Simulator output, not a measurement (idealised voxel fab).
Process module name: voxel capacitor over wiring
We display cut, a cross-section 240 nm in width whose square cells are each 5 nm.
Each cross-section below is a grid of square cells, stated as bands in top-down order, with one or more rows of cells making up each band.
In this notation a band is specified by the heights of its top and bottom, in that order and in nm, after which its materials appear from left to right, each paired with its width in nm. The word "full width" attached to a single material means that material fills the band from edge to edge; the word "empty" stands for empty space.
Zero point of the height axis is 0; under it, received wafer = one material. Lowest band: continues down indefinitely, "0..down".
Note: "30 to 40" means the width goes from the first number (top row of the band) to the second number (bottom row) in equal steps per row of cells.
Any step labelled "no change" changed none of the cells in the cross-section.
The label "Trapped voids" introduces a list of the empty spaces, 8 cells or larger, that have no open way up to the top; each entry in it reads width x height at distance, where the distance is taken from the left edge and all three are stated in nm.
On each step's line, the part that comes after the settings is the simulator's own comment on the step.
The optional step-line setting "overlay nm" applies to steps with a mask and quantifies how far to the right of its planned location the mask lay, a negative value indicating leftward placement.

# Planned step list for the process
1,RECEIVE with material Si
2,CONFORMAL_DEP with material SiO2, thk nm 10
3,CONFORMAL_DEP with material SiCN, thk nm 5
4,DIRECTIONAL_DEP with material lowk, thk nm 20
5,DIRECTIONAL_DEP with material aC, thk nm 10
6,PATTERN with tone open, mask id METAL_1, material resist, width nm 30, pitch nm 80, thk nm 30, overlay nm 0
7,DIRECTIONAL_ETCH with etch materials aC, depth nm 10
8,STRIP with etch materials resist
9,DIRECTIONAL_ETCH with etch materials lowk, depth nm 20
10,DIRECTIONAL_ETCH with etch materials SiCN, depth nm 5
11,STRIP with etch materials aC
12,CONFORMAL_DEP with material TiN, thk nm 5
13,FILL_DEP with material Cu, thk nm 5
14,CMP with height nm 35
15,EPI with material Ru, thk nm 5
16,FILL_DEP with material SiCN, thk nm 5
17,DIRECTIONAL_DEP with material SiO2, thk nm 20
18,DIRECTIONAL_DEP with material aC, thk nm 15
19,PATTERN with tone open, mask id PLUG_1, material resist, width nm 15, thk nm 35, overlay nm 0
20,DIRECTIONAL_ETCH with etch materials aC, depth nm 15
21,STRIP with etch materials resist
22,DIRECTIONAL_ETCH with etch materials SiO2, depth nm 20
23,DIRECTIONAL_ETCH with etch materials SiCN, depth nm 5
24,STRIP with etch materials aC
25,EPI with material Ru, thk nm 10
26,EPI with material Ru, thk nm 10
27,EPI with material Ru, thk nm 5
28,DIRECTIONAL_DEP with material TiN, thk nm 5
29,DIRECTIONAL_DEP with material SiN, thk nm 5
30,DIRECTIONAL_DEP with material TiN, thk nm 10
31,DIRECTIONAL_DEP with material aC, thk nm 15
32,PATTERN with tone cover, mask id UPPER_PLATE, material resist, width nm 55, thk nm 35, overlay nm 0
33,DIRECTIONAL_ETCH with etch materials aC, depth nm 15
34,STRIP with etch materials resist
35,DIRECTIONAL_ETCH with etch materials TiN, depth nm 10
36,DIRECTIONAL_ETCH with etch materials SiN, depth nm 5
37,STRIP with etch materials aC
38,MASKED_ETCH with tone cover, mask id LOWER_PLATE, width nm 65, etch materials TiN, depth nm 5, overlay nm 0
39,FILL_DEP with material SiO2, thk nm 15
40,CMP with height nm 95
41,MASKED_ETCH with tone open, mask id PLUG_2, width nm 15, etch materials SiO2, depth nm 10, overlay nm 0
42,CONFORMAL_DEP with material TiN, thk nm 5
43,FILL_DEP with material Ru, thk nm 5
44,CMP with height nm 95
45,CONFORMAL_DEP with material SiN, thk nm 5

# Wafer at receipt (post step 1), cross-section
- 0..down: Si full width
- Trapped voids: none

# Looking at the first of two wafers in cross-section at end of module - ran to plan
- 100..95: SiN full width
- 95..90: 90 SiO2, 5 TiN, 5 Ru, 5 TiN, 135 SiO2
- 90..85: 90 SiO2, 15 TiN, 135 SiO2
- 85..75: 80 SiO2, 55 TiN, 105 SiO2
- 75..70: 80 SiO2, 55 SiN, 105 SiO2
- 70..65: 75 SiO2, 65 TiN, 100 SiO2
- 65..45: 80 SiO2, 15 Ru, 145 SiO2
- 45..40: 80 SiCN, 15 Ru, 145 SiCN
- 40..35: 60 SiCN, 40 Ru, 40 SiCN, 40 Ru, 60 SiCN
- 35..15: 65 lowk, 5 TiN, 20 Cu, 5 TiN, 50 lowk, 5 TiN, 20 Cu, 5 TiN, 65 lowk
- 15..10: 65 SiCN, 30 TiN, 50 SiCN, 30 TiN, 65 SiCN
- 10..0: SiO2 full width
- 0..down: Si full width
- Trapped voids: none

# Presented here is a cross-section of the second of the two wafers as it stood at the end of the module. It was started in the same manner and assigned the same plan as the first wafer; however, one mistake was made in its execution
- 100..95: SiN full width
- 95..90: 85 Ru, 5 TiN, 15 SiO2, 5 TiN, 130 Ru
- 90..85: 90 TiN, 15 SiO2, 135 TiN
- 85..75: 80 SiO2, 55 TiN, 105 SiO2
- 75..70: 80 SiO2, 55 SiN, 105 SiO2
- 70..65: 75 SiO2, 65 TiN, 100 SiO2
- 65..45: 80 SiO2, 15 Ru, 145 SiO2
- 45..40: 80 SiCN, 15 Ru, 145 SiCN
- 40..35: 60 SiCN, 40 Ru, 40 SiCN, 40 Ru, 60 SiCN
- 35..15: 65 lowk, 5 TiN, 20 Cu, 5 TiN, 50 lowk, 5 TiN, 20 Cu, 5 TiN, 65 lowk
- 15..10: 65 SiCN, 30 TiN, 50 SiCN, 30 TiN, 65 SiCN
- 10..0: SiO2 full width
- 0..down: Si full width
- Trapped voids: none
What was done differently from what was planned? rather than as planned, step 41 actually ran as MASKED_ETCH with tone cover, mask id PLUG_2, width nm 15, etch materials SiO2, depth nm 10, overlay nm 0
Per the end-of-run cell counts, the second wafer holds more or fewer of some materials than the first: Ru +42; SiO2 -84; TiN +42
